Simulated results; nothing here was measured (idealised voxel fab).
Documented hereafter: the process module known as voxel self aligned vias.
Square cell edge 5 nm, section width 280 nm, ID cut.
A cross-section in this document is a grid of square cells, and it is written down as bands, the top band listed before the ones below it; a band is made up of one or more rows of cells.
It is stipulated that each band's entry specify, in nanometres, the height of the top of the band and then that of its bottom, followed by the materials of the band in left-to-right sequence, each together with its width in nanometres. A single material marked by the word "everywhere" is understood to fill the band from edge to edge; the word "empty" is understood to denote empty space.
We count height from 0. Below that, the starting wafer is all one material. The lowest band never ends at the bottom but goes on down; see "0 -> down" for how that is written.
With a width like "30->40", each row of cells in the band differs from the next by the same amount, the top row carrying the first number and the bottom row the second.
No cell of the cross-section changed in a step that is given as "no change".
"Sealed void inventory" specifies each empty space that is not open to the top and that occupies no fewer than 8 cells, using the form width x height at distance, the distance measured from the left edge and all three quantities in nm.
The remark found on a step's line after its settings is issued by the simulator itself and pertains to that step.
overlay nm: mask offset rightward from planned place, masked step; negative means leftward offset.

plan
1. op RECEIVE | material Si
2. op CONFORMAL_DEP | material SiO2 | thk nm 10
3. op CONFORMAL_DEP | material SiCN | thk nm 5
4. op DIRECTIONAL_DEP | material lowk | thk nm 20
5. op DIRECTIONAL_DEP | material aC | thk nm 10
6. op PATTERN | tone open | mask id LINES | material resist | width nm 25 | pitch nm 70 | thk nm 25 | overlay nm 0
7. op DIRECTIONAL_ETCH | etch materials aC | depth nm 10
8. op STRIP | etch materials resist
9. op DIRECTIONAL_ETCH | etch materials lowk | depth nm 20
10. op STRIP | etch materials aC
11. op CONFORMAL_DEP | material TiN | thk nm 5
12. op FILL_DEP | material Ru | thk nm 10
13. op CMP | height nm 35
14. op SELECTIVE_ETCH | etch materials W Ru TiN | depth nm 10
15. op FILL_DEP | material SiN | thk nm 10
16. op CMP | height nm 35
17. op DIRECTIONAL_DEP | material lowk | thk nm 15
18. op DIRECTIONAL_DEP | material aC | thk nm 15
19. op PATTERN | tone open | mask id VIAS | material resist | width nm 45 | pitch nm 70 | thk nm 30 | overlay nm 0
20. op DIRECTIONAL_ETCH | etch materials aC | depth nm 15
21. op STRIP | etch materials resist
22. op DIRECTIONAL_ETCH | etch materials lowk | depth nm 15
23. op DIRECTIONAL_ETCH | etch materials SiN | depth nm 10
24. op STRIP | etch materials aC
25. op CONFORMAL_DEP | material TiN | thk nm 5
26. op FILL_DEP | material W | thk nm 10
27. op CMP | height nm 50
28. op CONFORMAL_DEP | material SiCN | thk nm 5

Incoming wafer, cross-sectional view, post step 1
0 -> down  Si everywhere
Sealed void inventory: none

Cross-section, first of two wafers, end of module, run as planned
55 -> 50  SiCN everywhere
50 -> 40  45 of lowk | 5 of TiN | 35 of W | 5 of TiN | 25 of lowk | 5 of TiN | 35 of W | 5 of TiN | 25 of lowk | 5 of TiN | 35 of W | 5 of TiN | 50 of lowk
40 -> 30  45->55 of lowk | 15->5 of TiN | 15 of W | 15->5 of TiN | 25->45 of lowk | 15->5 of TiN | 15 of W | 15->5 of TiN | 25->45 of lowk | 15->5 of TiN | 15 of W | 15->5 of TiN | 50->60 of lowk
30 -> 25  55 of lowk | 25 of TiN | 45 of lowk | 25 of TiN | 45 of lowk | 25 of TiN | 60 of lowk
25 -> 20  55 of lowk | 5 of TiN | 15 of Ru | 5 of TiN | 45 of lowk | 5 of TiN | 15 of Ru | 5 of TiN | 45 of lowk | 5 of TiN | 15 of Ru | 5 of TiN | 60 of lowk
20 -> 15  55 of lowk | 25 of TiN | 45 of lowk | 25 of TiN | 45 of lowk | 25 of TiN | 60 of lowk
15 -> 10  SiCN everywhere
10 -> 0  SiO2 everywhere
0 -> down  Si everywhere
Sealed void inventory: none

Second wafer through the module, sectioned at the end: same beginning and same plan as the first wafer, with one mistake in carrying it out
55 -> 50  SiCN everywhere
50 -> 40  40 of W | 5 of TiN | 45 of lowk | 5 of TiN | 15 of W | 5 of TiN | 45 of lowk | 5 of TiN | 15 of W | 5 of TiN | 45 of lowk | 5 of TiN | 45 of W
40 -> 35  45 of TiN | 45 of lowk | 25 of TiN | 45 of lowk | 25 of TiN | 45 of lowk | 50 of TiN
35 -> 25  55 of lowk | 25 of SiN | 45 of lowk | 25 of SiN | 45 of lowk | 25 of SiN | 60 of lowk
25 -> 20  55 of lowk | 5 of TiN | 15 of Ru | 5 of TiN | 45 of lowk | 5 of TiN | 15 of Ru | 5 of TiN | 45 of lowk | 5 of TiN | 15 of Ru | 5 of TiN | 60 of lowk
20 -> 15  55 of lowk | 25 of TiN | 45 of lowk | 25 of TiN | 45 of lowk | 25 of TiN | 60 of lowk
15 -> 10  SiCN everywhere
10 -> 0  SiO2 everywhere
0 -> down  Si everywhere
Sealed void inventory: none
What went wrong in running the wafer? rather than as planned, step 19 actually ran as op PATTERN | tone cover | mask id VIAS | material resist | width nm 45 | pitch nm 70 | thk nm 30 | overlay nm 0
Upon completion, the second wafer contains, in terms of cells, a greater or smaller amount of certain materials than the first wafer: SiN: 30 more; TiN: 10 fewer; W: 14 fewer; lowk: 6 fewer
